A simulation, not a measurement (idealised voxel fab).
The document below concerns the process module designated voxel transistor to metal.
The cross-section on display is named cut; it measures 205 nm wide, and its cells are 5 nm squares.
In this document a cross-section is written as a grid of square cells. It is given as a series of bands, listed from the top down, and a band is one or more rows of cells. Within each band entry, the heights of the top and of the bottom of the band appear first, in that order and in nm; the materials of the band then follow from left to right, each with its corresponding width in nm. The designation "all across" on a single material indicates that it fills the band from edge to edge; the designation "blank" indicates empty space. Below 0: as-received wafer, all one material; heights counted from there. Lowest band: no bottom, goes on down, written "0 nm and below". A two-number width, for instance "30..40", indicates that the width is equal to the first number in the top row of the band and to the second number in the bottom row, and that it changes by a constant amount per row of cells. Where the words "no change" appear for a step, the cross-section shows no cell changed by that step; every cell remained as before. Basically, "Closed voids list" tells you about the enclosed voids: empty spaces with no open way to the top, 8 cells or bigger, each written width x height at distance, where distance is from the left edge, all in nm. It should be noted that, on the line of a given step, the content following the step's settings is a remark produced by the simulator itself with respect to that step. overlay nm: where the mask lay relative to plan, measured to the right, on steps with a mask; negatives go left.

THIS SECTION LISTS THE PROCESS STEPS THAT WERE PLANNED
1) RECEIVE (material Si)
2) OXIDIZE (depth nm 5)
3) CONFORMAL_DEP (material SiN; thk nm 15)
4) PATTERN (tone cover; mask id ACTIVE; material resist; width nm 100; thk nm 15; overlay nm 0)
5) DIRECTIONAL_ETCH (etch materials SiN; depth nm 15)
6) DIRECTIONAL_ETCH (etch materials SiO2; depth nm 5)
7) DIRECTIONAL_ETCH (etch materials Si; depth nm 30)
8) STRIP (etch materials resist)
9) OXIDIZE (depth nm 5)
10) FILL_DEP (material SiO2; thk nm 10)
11) CMP (height nm 15)
12) SELECTIVE_ETCH (etch materials SiO2; depth nm 5)
13) STRIP (etch materials SiN)
14) SELECTIVE_ETCH (etch materials SiO2; depth nm 5)
15) OXIDIZE (depth nm 5)
16) DIRECTIONAL_DEP (material polySi; thk nm 30)
17) DIRECTIONAL_DEP (material SiCN; thk nm 15)
18) MASKED_ETCH (tone cover; mask id GATE; width nm 20; etch materials SiCN; depth nm 25; overlay nm 0)
19) MASKED_ETCH (tone cover; mask id GATE; width nm 20; etch materials polySi; depth nm 40; overlay nm 0)
20) CONFORMAL_DEP (material SiN; thk nm 10)
21) DIRECTIONAL_ETCH (etch materials SiN; depth nm 10)
22) DIRECTIONAL_ETCH (etch materials SiO2; depth nm 5)
23) DIRECTIONAL_ETCH (etch materials Si; depth nm 10)
24) EPI (material SiGe; thk nm 15)
25) FILL_DEP (material SiO2; thk nm 10)
26) CMP (height nm 40)
27) DIRECTIONAL_DEP (material SiO2; thk nm 10)
28) PATTERN (tone open; mask id CONTACT; material resist; width nm 20; pitch nm 70; thk nm 15; overlay nm 0)
29) DIRECTIONAL_ETCH (etch materials SiO2; depth nm 55)
30) STRIP (etch materials resist)
31) CONFORMAL_DEP (material TiN; thk nm 5)
32) FILL_DEP (material W; thk nm 10)
33) CMP (height nm 50)
34) DIRECTIONAL_DEP (material TiN; thk nm 5)
35) DIRECTIONAL_DEP (material Ru; thk nm 25)
36) MASKED_ETCH (tone cover; mask id METAL_1; width nm 20; pitch nm 70; etch materials Ru; depth nm 25; overlay nm 0)
37) MASKED_ETCH (tone cover; mask id METAL_1; width nm 20; pitch nm 70; etch materials TiN; depth nm 5; overlay nm 0)
38) FILL_DEP (material SiO2; thk nm 5)
39) CMP (height nm 80)
40) CONFORMAL_DEP (material SiN; thk nm 5)
The plan's step 12 depth nm is the first wafer's value; the wafers differ in this setting and start identical.

THE FIRST OF SEVERAL WAFERS IN CROSS-SECTION, EXACTLY AS IT REACHED US AFTER STEP 1
  0 nm and below: Si all across
  Closed voids list: none

FIRST OF SEVERAL WAFERS IN CROSS-SECTION AT MODULE END, FOLLOWING THE FINAL STEP, STEP 40
  85 nm to 80 nm: SiN all across
  80 nm to 55 nm: SiO2 (55), then Ru (20), then SiO2 (50), then Ru (20), then SiO2 (60)
  55 nm to 50 nm: SiO2 (55), then TiN (20), then SiO2 (50), then TiN (20), then SiO2 (60)
  50 nm to 40 nm: SiO2 (55), then TiN (5), then W (10), then TiN (5), then SiO2 (50), then TiN (5), then W (10), then TiN (5), then SiO2 (60)
  40 nm to 25 nm: SiO2 (55), then TiN (5), then W (10), then TiN (5), then SiO2 (5), then SiN (10), then SiCN (20), then SiN (10), then SiO2 (5), then TiN (5), then W (10), then TiN (5), then SiO2 (60)
  25 nm to 10 nm: SiO2 (55), then TiN (5), then W (10), then TiN (5), then SiO2 (5), then SiN (10), then polySi (20), then SiN (10), then SiO2 (5), then TiN (5), then W (10), then TiN (5), then SiO2 (60)
  10 nm to 5 nm: SiO2 (55), then TiN (20), then SiO2 (5), then SiN (10), then polySi (20), then SiN (10), then SiO2 (5), then TiN (20), then SiO2 (60)
  5 nm to -5 nm: SiO2 (45), then SiN (10), then TiN (10), then SiGe (15), then SiN (10), then polySi (20), then SiN (10), then SiGe (15), then TiN (10), then SiN (10), then SiO2 (50)
  -5 nm to -10 nm: SiO2 (55), then SiGe (25), then SiO2 (40), then SiGe (25), then SiO2 (60)
  -10 nm to -20 nm: SiO2 (55), then SiGe (25), then Si (40), then SiGe (25), then SiO2 (60)
  -20 nm to -40 nm: SiO2 (55), then Si (90), then SiO2 (60)
  -40 nm and below: Si all across
  Closed voids list: none

X-SECTION, LAST WAFER, MODULE END
  85 nm to 80 nm: SiN all across
  80 nm to 55 nm: SiO2 (55), then Ru (20), then SiO2 (50), then Ru (20), then SiO2 (60)
  55 nm to 50 nm: SiO2 (55), then TiN (20), then SiO2 (50), then TiN (20), then SiO2 (60)
  50 nm to 40 nm: SiO2 (55), then TiN (5), then W (10), then TiN (5), then SiO2 (50), then TiN (5), then W (10), then TiN (5), then SiO2 (60)
  40 nm to 25 nm: SiO2 (55), then TiN (5), then W (10), then TiN (5), then SiO2 (5), then SiN (10), then SiCN (20), then SiN (10), then SiO2 (5), then TiN (5), then W (10), then TiN (5), then SiO2 (60)
  25 nm to 10 nm: SiO2 (55), then TiN (5), then W (10), then TiN (5), then SiO2 (5), then SiN (10), then polySi (20), then SiN (10), then SiO2 (5), then TiN (5), then W (10), then TiN (5), then SiO2 (60)
  10 nm to 5 nm: SiO2 (55), then TiN (20), then SiO2 (5), then SiN (10), then polySi (20), then SiN (10), then SiO2 (5), then TiN (20), then SiO2 (60)
  5 nm to 0 nm: SiO2 (55), then TiN (10), then SiGe (15), then SiN (10), then polySi (20), then SiN (10), then SiGe (15), then TiN (10), then SiO2 (60)
  0 nm to -5 nm: SiO2 (50), then SiGe (30), then SiN (10), then polySi (20), then SiN (10), then SiGe (30), then SiO2 (55)
  -5 nm to -10 nm: SiO2 (45), then SiN (10), then SiGe (25), then SiO2 (40), then SiGe (25), then SiN (10), then SiO2 (50)
  -10 nm to -15 nm: SiO2 (60), then SiGe (20), then Si (40), then SiGe (20), then SiO2 (65)
  -15 nm to -20 nm: SiO2 (55), then Si (5), then SiGe (20), then Si (40), then SiGe (20), then Si (5), then SiO2 (60)
  -20 nm to -40 nm: SiO2 (55), then Si (90), then SiO2 (60)
  -40 nm and below: Si all across
  Closed voids list: none

PER WAFER, END OF MODULE: CELLS GAINED (+) OR LOST (-) PER MATERIAL SINCE RECEIPT, THEN CLOSED VOIDS
depth nm 5; +40 Ru; -240 Si; +12 SiCN; +42 SiGe; +85 SiN; +646 SiO2; +56 TiN; +32 W; +24 polySi; Closed voids list: none
depth nm 10; +40 Ru; -240 Si; +12 SiCN; +42 SiGe; +81 SiN; +650 SiO2; +56 TiN; +32 W; +24 polySi; Closed voids list: none
depth nm 15; +40 Ru; -240 Si; +12 SiCN; +44 SiGe; +77 SiN; +652 SiO2; +56 TiN; +32 W; +24 polySi; Closed voids list: none
depth nm 20; +40 Ru; -238 Si; +12 SiCN; +44 SiGe; +81 SiN; +650 SiO2; +52 TiN; +32 W; +24 polySi; Closed voids list: none
